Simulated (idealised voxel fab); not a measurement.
The name of this process module is voxel self aligned vias.
Section shown: cut. Width: 220 nm. Cell size: 5 nm, square.
Notation: cross-section as square-cell grid; stated in bands, top first, going down; one or more cell rows per band.
A band entry consists of two parts. The first gives the height of the band's top and the height of its bottom, in nm. The rest lists the band's materials from left to right, each with its width in nm. A single material labelled with the word "full width" fills the band from edge to edge, and the word "empty" marks empty space.
Below 0: as-received wafer, all one material; heights counted from there. Lowest band: no bottom, goes on down, written "0 nm and below".
A width given as "30->40" starts at the first number in the band's top row and ends at the second number in its bottom row, shifting by an equal amount at every step from row to row.
Given "no alteration" for a step, no cell of the cross-section differs between before and after that step.
The label "Enclosed void catalog" introduces a list of the empty spaces, 8 cells or larger, that have no open way up to the top; each entry in it reads width x height at distance, where the distance is taken from the left edge and all three are stated in nm.
Note: text after step settings on the step line = simulator remark on that step.
Among the settings permitted on a step's line is "overlay nm"; applied to a step with a mask, it specifies the extent to which the mask lay to the right of its planned position, whereas a negative figure signifies a position to the left.

The planned process steps are enumerated hereunder:
1) RECEIVE with material Si
2) CONFORMAL_DEP with material SiO2, thk nm 10
3) CONFORMAL_DEP with material SiCN, thk nm 5
4) DIRECTIONAL_DEP with material lowk, thk nm 25
5) PATTERN with tone open, mask id LINES, material resist, width nm 20, pitch nm 55, thk nm 15, overlay nm 0
6) DIRECTIONAL_ETCH with etch materials lowk, depth nm 25
7) STRIP with etch materials resist
8) CONFORMAL_DEP with material TiN, thk nm 5
9) FILL_DEP with material Ru, thk nm 5
10) CMP with height nm 40
11) SELECTIVE_ETCH with etch materials W Ru TiN, depth nm 10
12) FILL_DEP with material SiN, thk nm 10
13) CMP with height nm 40
14) DIRECTIONAL_DEP with material lowk, thk nm 20
15) MASKED_ETCH with tone open, mask id VIAS, width nm 40, etch materials lowk, depth nm 20, overlay nm 0
16) MASKED_ETCH with tone open, mask id VIAS, width nm 40, etch materials SiN, depth nm 10, overlay nm 0
17) CONFORMAL_DEP with material TiN, thk nm 5
18) FILL_DEP with material W, thk nm 10
19) CMP with height nm 60
20) CONFORMAL_DEP with material SiCN, thk nm 5

First wafer of two (run as planned):

Incoming wafer in cross-section (state: after step 1):
  0 nm and below: Si full width
  Enclosed void catalog: none

Upon completion of step 2, the wafer appears in cross-section as shown:
  10 nm to 0 nm: SiO2 full width
  Below 0 it's all the same as before, nothing changed down there.

Upon completion of step 3, the wafer appears in cross-section as shown:
  15 nm to 10 nm: SiCN full width
  Below 10 it's all the same as before, nothing changed down there.

Upon completion of step 4, the wafer appears in cross-section as shown:
  40 nm to 15 nm: lowk full width
  Below 15 it's all the same as before, nothing changed down there.

Upon completion of step 5, the wafer appears in cross-section as shown:
  55 nm to 40 nm: resist 70 nm; empty 20 nm; resist 35 nm; empty 20 nm; resist 75 nm
  Below 40 it's all the same as before, nothing changed down there.

Upon completion of step 6, the wafer appears in cross-section as shown:
  55 nm to 40 nm: resist 70 nm; empty 20 nm; resist 35 nm; empty 20 nm; resist 75 nm
  40 nm to 15 nm: lowk 70 nm; empty 20 nm; lowk 35 nm; empty 20 nm; lowk 75 nm
  Below 15 it's all the same as before, nothing changed down there.

Upon completion of step 7, the wafer appears in cross-section as shown:
  40 nm to 15 nm: lowk 70 nm; empty 20 nm; lowk 35 nm; empty 20 nm; lowk 75 nm
  Below 15 it's all the same as before, nothing changed down there.

Upon completion of step 8, the wafer appears in cross-section as shown:
  45 nm to 40 nm: TiN 75 nm; empty 10 nm; TiN 45 nm; empty 10 nm; TiN 80 nm
  40 nm to 20 nm: lowk 70 nm; TiN 5 nm; empty 10 nm; TiN 5 nm; lowk 35 nm; TiN 5 nm; empty 10 nm; TiN 5 nm; lowk 75 nm
  20 nm to 15 nm: lowk 70 nm; TiN 20 nm; lowk 35 nm; TiN 20 nm; lowk 75 nm
  Below 15 it's all the same as before, nothing changed down there.

Upon completion of step 9, the wafer appears in cross-section as shown:
  50 nm to 45 nm: Ru full width
  45 nm to 40 nm: TiN 75 nm; Ru 10 nm; TiN 45 nm; Ru 10 nm; TiN 80 nm
  40 nm to 20 nm: lowk 70 nm; TiN 5 nm; Ru 10 nm; TiN 5 nm; lowk 35 nm; TiN 5 nm; Ru 10 nm; TiN 5 nm; lowk 75 nm
  Below 20 it's all the same as before, nothing changed down there.

Upon completion of step 10, the wafer appears in cross-section as shown:
  40 nm to 20 nm: lowk 70 nm; TiN 5 nm; Ru 10 nm; TiN 5 nm; lowk 35 nm; TiN 5 nm; Ru 10 nm; TiN 5 nm; lowk 75 nm
  Below 20 it's all the same as before, nothing changed down there.

Upon completion of step 11, the wafer appears in cross-section as shown:
  40 nm to 30 nm: lowk 70 nm; empty 20 nm; lowk 35 nm; empty 20 nm; lowk 75 nm
  Below 30 it's all the same as before, nothing changed down there.

Upon completion of step 12, the wafer appears in cross-section as shown:
  50 nm to 40 nm: SiN full width
  40 nm to 30 nm: lowk 70 nm; SiN 20 nm; lowk 35 nm; SiN 20 nm; lowk 75 nm
  Below 30 it's all the same as before, nothing changed down there.

Upon completion of step 13, the wafer appears in cross-section as shown:
  40 nm to 30 nm: lowk 70 nm; SiN 20 nm; lowk 35 nm; SiN 20 nm; lowk 75 nm
  Below 30 it's all the same as before, nothing changed down there.

Upon completion of step 14, the wafer appears in cross-section as shown:
  60 nm to 40 nm: lowk full width
  Below 40 it's all the same as before, nothing changed down there.

Upon completion of step 15, the wafer appears in cross-section as shown:
  60 nm to 40 nm: lowk 60 nm; empty 40 nm; lowk 120 nm
  Below 40 it's all the same as before, nothing changed down there.

Upon completion of step 16, the wafer appears in cross-section as shown:
  60 nm to 40 nm: lowk 60 nm; empty 40 nm; lowk 120 nm
  40 nm to 30 nm: lowk 70 nm; empty 20 nm; lowk 35 nm; SiN 20 nm; lowk 75 nm
  Below 30 it's all the same as before, nothing changed down there.

Upon completion of step 17, the wafer appears in cross-section as shown:
  65 nm to 60 nm: TiN 65 nm; empty 30 nm; TiN 125 nm
  60 nm to 45 nm: lowk 60 nm; TiN 5 nm; empty 30 nm; TiN 5 nm; lowk 120 nm
  45 nm to 40 nm: lowk 60 nm; TiN 15 nm; empty 10 nm; TiN 15 nm; lowk 120 nm
  40 nm to 35 nm: lowk 70 nm; TiN 5 nm; empty 10 nm; TiN 5 nm; lowk 35 nm; SiN 20 nm; lowk 75 nm
  35 nm to 30 nm: lowk 70 nm; TiN 20 nm; lowk 35 nm; SiN 20 nm; lowk 75 nm
  Below 30 it's all the same as before, nothing changed down there.

Upon completion of step 18, the wafer appears in cross-section as shown:
  75 nm to 65 nm: W full width
  65 nm to 60 nm: TiN 65 nm; W 30 nm; TiN 125 nm
  60 nm to 45 nm: lowk 60 nm; TiN 5 nm; W 30 nm; TiN 5 nm; lowk 120 nm
  45 nm to 40 nm: lowk 60 nm; TiN 15 nm; W 10 nm; TiN 15 nm; lowk 120 nm
  40 nm to 35 nm: lowk 70 nm; TiN 5 nm; W 10 nm; TiN 5 nm; lowk 35 nm; SiN 20 nm; lowk 75 nm
  Below 35 it's all the same as before, nothing changed down there.

Upon completion of step 19, the wafer appears in cross-section as shown:
  60 nm to 45 nm: lowk 60 nm; TiN 5 nm; W 30 nm; TiN 5 nm; lowk 120 nm
  Below 45 it's all the same as before, nothing changed down there.

Upon completion of step 20, the wafer appears in cross-section as shown:
  65 nm to 60 nm: SiCN full width
  Below 60 it's all the same as before, nothing changed down there.

Okay, second wafer. Nothing different at the start, nothing different in the plan, just one mistake somewhere in the running. As far as step 2, counting that step, it's the first wafer all over again:

Second wafer at the planned finish of step 3, seen in cross-section:
  15 nm to 0 nm: SiO2 full width
  Below 0 it's all the same as before, nothing changed down there.

Second wafer at the planned finish of step 4, seen in cross-section:
  40 nm to 15 nm: lowk full width
  Below 15 it's all the same as before, nothing changed down there.

Second wafer at the planned finish of step 5, seen in cross-section:
  55 nm to 40 nm: resist 70 nm; empty 20 nm; resist 35 nm; empty 20 nm; resist 75 nm
  Below 40 it's all the same as before, nothing changed down there.

Second wafer at the planned finish of step 6, seen in cross-section:
  55 nm to 40 nm: resist 70 nm; empty 20 nm; resist 35 nm; empty 20 nm; resist 75 nm
  40 nm to 15 nm: lowk 70 nm; empty 20 nm; lowk 35 nm; empty 20 nm; lowk 75 nm
  Below 15 it's all the same as before, nothing changed down there.

Second wafer at the planned finish of step 7, seen in cross-section:
  40 nm to 15 nm: lowk 70 nm; empty 20 nm; lowk 35 nm; empty 20 nm; lowk 75 nm
  Below 15 it's all the same as before, nothing changed down there.

Second wafer at the planned finish of step 8, seen in cross-section:
  45 nm to 40 nm: TiN 75 nm; empty 10 nm; TiN 45 nm; empty 10 nm; TiN 80 nm
  40 nm to 20 nm: lowk 70 nm; TiN 5 nm; empty 10 nm; TiN 5 nm; lowk 35 nm; TiN 5 nm; empty 10 nm; TiN 5 nm; lowk 75 nm
  20 nm to 15 nm: lowk 70 nm; TiN 20 nm; lowk 35 nm; TiN 20 nm; lowk 75 nm
  Below 15 it's all the same as before, nothing changed down there.

Second wafer at the planned finish of step 9, seen in cross-section:
  50 nm to 45 nm: Ru full width
  45 nm to 40 nm: TiN 75 nm; Ru 10 nm; TiN 45 nm; Ru 10 nm; TiN 80 nm
  40 nm to 20 nm: lowk 70 nm; TiN 5 nm; Ru 10 nm; TiN 5 nm; lowk 35 nm; TiN 5 nm; Ru 10 nm; TiN 5 nm; lowk 75 nm
  Below 20 it's all the same as before, nothing changed down there.

Second wafer at the planned finish of step 10, seen in cross-section:
  40 nm to 20 nm: lowk 70 nm; TiN 5 nm; Ru 10 nm; TiN 5 nm; lowk 35 nm; TiN 5 nm; Ru 10 nm; TiN 5 nm; lowk 75 nm
  Below 20 it's all the same as before, nothing changed down there.

Second wafer at the planned finish of step 11, seen in cross-section:
  40 nm to 30 nm: lowk 70 nm; empty 20 nm; lowk 35 nm; empty 20 nm; lowk 75 nm
  Below 30 it's all the same as before, nothing changed down there.

Second wafer at the planned finish of step 12, seen in cross-section:
  50 nm to 40 nm: SiN full width
  40 nm to 30 nm: lowk 70 nm; SiN 20 nm; lowk 35 nm; SiN 20 nm; lowk 75 nm
  Below 30 it's all the same as before, nothing changed down there.

Second wafer at the planned finish of step 13, seen in cross-section:
  40 nm to 30 nm: lowk 70 nm; SiN 20 nm; lowk 35 nm; SiN 20 nm; lowk 75 nm
  Below 30 it's all the same as before, nothing changed down there.

Second wafer at the planned finish of step 14, seen in cross-section:
  60 nm to 40 nm: lowk full width
  Below 40 it's all the same as before, nothing changed down there.

Second wafer at the planned finish of step 15, seen in cross-section:
  60 nm to 40 nm: lowk 60 nm; empty 40 nm; lowk 120 nm
  Below 40 it's all the same as before, nothing changed down there.

Second wafer at the planned finish of step 16, seen in cross-section:
  60 nm to 40 nm: lowk 60 nm; empty 40 nm; lowk 120 nm
  40 nm to 30 nm: lowk 70 nm; empty 20 nm; lowk 35 nm; SiN 20 nm; lowk 75 nm
  Below 30 it's all the same as before, nothing changed down there.

Second wafer at the planned finish of step 17, seen in cross-section:
  65 nm to 60 nm: TiN 65 nm; empty 30 nm; TiN 125 nm
  60 nm to 45 nm: lowk 60 nm; TiN 5 nm; empty 30 nm; TiN 5 nm; lowk 120 nm
  45 nm to 40 nm: lowk 60 nm; TiN 15 nm; empty 10 nm; TiN 15 nm; lowk 120 nm
  40 nm to 35 nm: lowk 70 nm; TiN 5 nm; empty 10 nm; TiN 5 nm; lowk 35 nm; SiN 20 nm; lowk 75 nm
  35 nm to 30 nm: lowk 70 nm; TiN 20 nm; lowk 35 nm; SiN 20 nm; lowk 75 nm
  Below 30 it's all the same as before, nothing changed down there.

Second wafer at the planned finish of step 18, seen in cross-section:
  75 nm to 65 nm: W full width
  65 nm to 60 nm: TiN 65 nm; W 30 nm; TiN 125 nm
  60 nm to 45 nm: lowk 60 nm; TiN 5 nm; W 30 nm; TiN 5 nm; lowk 120 nm
  45 nm to 40 nm: lowk 60 nm; TiN 15 nm; W 10 nm; TiN 15 nm; lowk 120 nm
  40 nm to 35 nm: lowk 70 nm; TiN 5 nm; W 10 nm; TiN 5 nm; lowk 35 nm; SiN 20 nm; lowk 75 nm
  Below 35 it's all the same as before, nothing changed down there.

Second wafer at the planned finish of step 19, seen in cross-section:
  60 nm to 45 nm: lowk 60 nm; TiN 5 nm; W 30 nm; TiN 5 nm; lowk 120 nm
  Below 45 it's all the same as before, nothing changed down there.

Second wafer at the planned finish of step 20, seen in cross-section:
  65 nm to 60 nm: SiCN full width
  Below 60 it's all the same as before, nothing changed down there.
So what did we get wrong on this run? step 3 did not use the planned setting and instead ran as CONFORMAL_DEP with material SiO2, thk nm 5
The final cell counts differ between the wafers, with the second having more or fewer of some materials than the first: SiCN: 44 fewer; SiO2: 44 more
